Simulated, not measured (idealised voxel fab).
process module | voxel air gaps
cross-section cut | 205 nm wide | cells 5 nm
A cross-section is a grid of square cells, given in bands from the top down. A band is one or more rows of cells.
Each band's line starts with the height of the band's top and of its bottom, in nm. Then come its materials from left to right, each with its width in nm. One material with "throughout" fills the band from edge to edge. "air" is empty space.
Height 0 is the level under which the wafer as received is all one material. The lowest band goes on downwards, as in "0 down".
A width such as "30 to 40" changes by the same amount from each row of cells to the next, from the band's top row to its bottom row.
"no change" after a step means that no cell of the cross-section changed.
closed voids: empty space of 8 cells or more with no open way to the top, each as width x height at its distance from the left edge, in nm
after a step's settings: what the simulator itself notes on the step
overlay nm, on a step with a mask: how far to the right of its planned place the mask lay; to the left if negative
plan
1 op RECEIVE | material Si
2 op CONFORMAL_DEP | material SiO2 | thk nm 15
3 op CONFORMAL_DEP | material SiN | thk nm 5
4 op DIRECTIONAL_DEP | material lowk | thk nm 40
5 op MASKED_ETCH | tone open | mask id LINES | width nm 25 | pitch nm 55 | etch materials lowk | depth nm 40 | overlay nm 0
6 op CONFORMAL_DEP | material TiN | thk nm 5
7 op FILL_DEP | material Ru | thk nm 5
8 op CMP | height nm 60
9 op EPI | material Ru | thk nm 10
10 op SELECTIVE_ETCH | etch materials lowk | depth nm 50
11 op CONFORMAL_DEP | material SiCN | thk nm 5
as received, after step 1
  0 down: Si throughout
  closed voids: none
first wafer at the end, as planned
  75 to 70: air 20 | SiCN 165 | air 20
  70 to 60: air 20 | SiCN 5 | Ru 45 | SiCN 10 | Ru 45 | SiCN 10 | Ru 45 | SiCN 5 | air 20
  60 to 55: air 20 | SiCN 15 | TiN 5 | Ru 15 | TiN 5 | SiCN 30 | TiN 5 | Ru 15 | TiN 5 | SiCN 30 | TiN 5 | Ru 15 | TiN 5 | SiCN 15 | air 20
  55 to 25: air 30 | SiCN 5 | TiN 5 | Ru 15 | TiN 5 | SiCN 5 | air 20 | SiCN 5 | TiN 5 | Ru 15 | TiN 5 | SiCN 5 | air 20 | SiCN 5 | TiN 5 | Ru 15 | TiN 5 | SiCN 5 | air 30
  25 to 20: SiCN 35 | TiN 25 | SiCN 30 | TiN 25 | SiCN 30 | TiN 25 | SiCN 35
  20 to 15: SiN throughout
  15 to 0: SiO2 throughout
  0 down: Si throughout
  closed voids: 20 x 30 at 65; 20 x 30 at 120
second wafer at the end: like start, like plan, one mistake
  75 to 70: air 20 | SiCN 165 | air 20
  70 to 60: air 20 | SiCN 5 | Ru 45 | SiCN 10 | Ru 45 | SiCN 10 | Ru 45 | SiCN 5 | air 20
  60 to 55: air 20 | SiCN 15 | TiN 5 | SiN 15 | TiN 5 | SiCN 30 | TiN 5 | SiN 15 | TiN 5 | SiCN 30 | TiN 5 | SiN 15 | TiN 5 | SiCN 15 | air 20
  55 to 25: air 30 | SiCN 5 | TiN 5 | SiN 15 | TiN 5 | SiCN 5 | air 20 | SiCN 5 | TiN 5 | SiN 15 | TiN 5 | SiCN 5 | air 20 | SiCN 5 | TiN 5 | SiN 15 | TiN 5 | SiCN 5 | air 30
  25 to 20: SiCN 35 | TiN 25 | SiCN 30 | TiN 25 | SiCN 30 | TiN 25 | SiCN 35
  20 to 15: SiN throughout
  15 to 0: SiO2 throughout
  0 down: Si throughout
  closed voids: 20 x 30 at 65; 20 x 30 at 120
what went wrong: step 7 ran as: op FILL_DEP | material SiN | thk nm 5
at the end the second wafer has, in cells: 63 fewer of Ru | 63 more of SiN
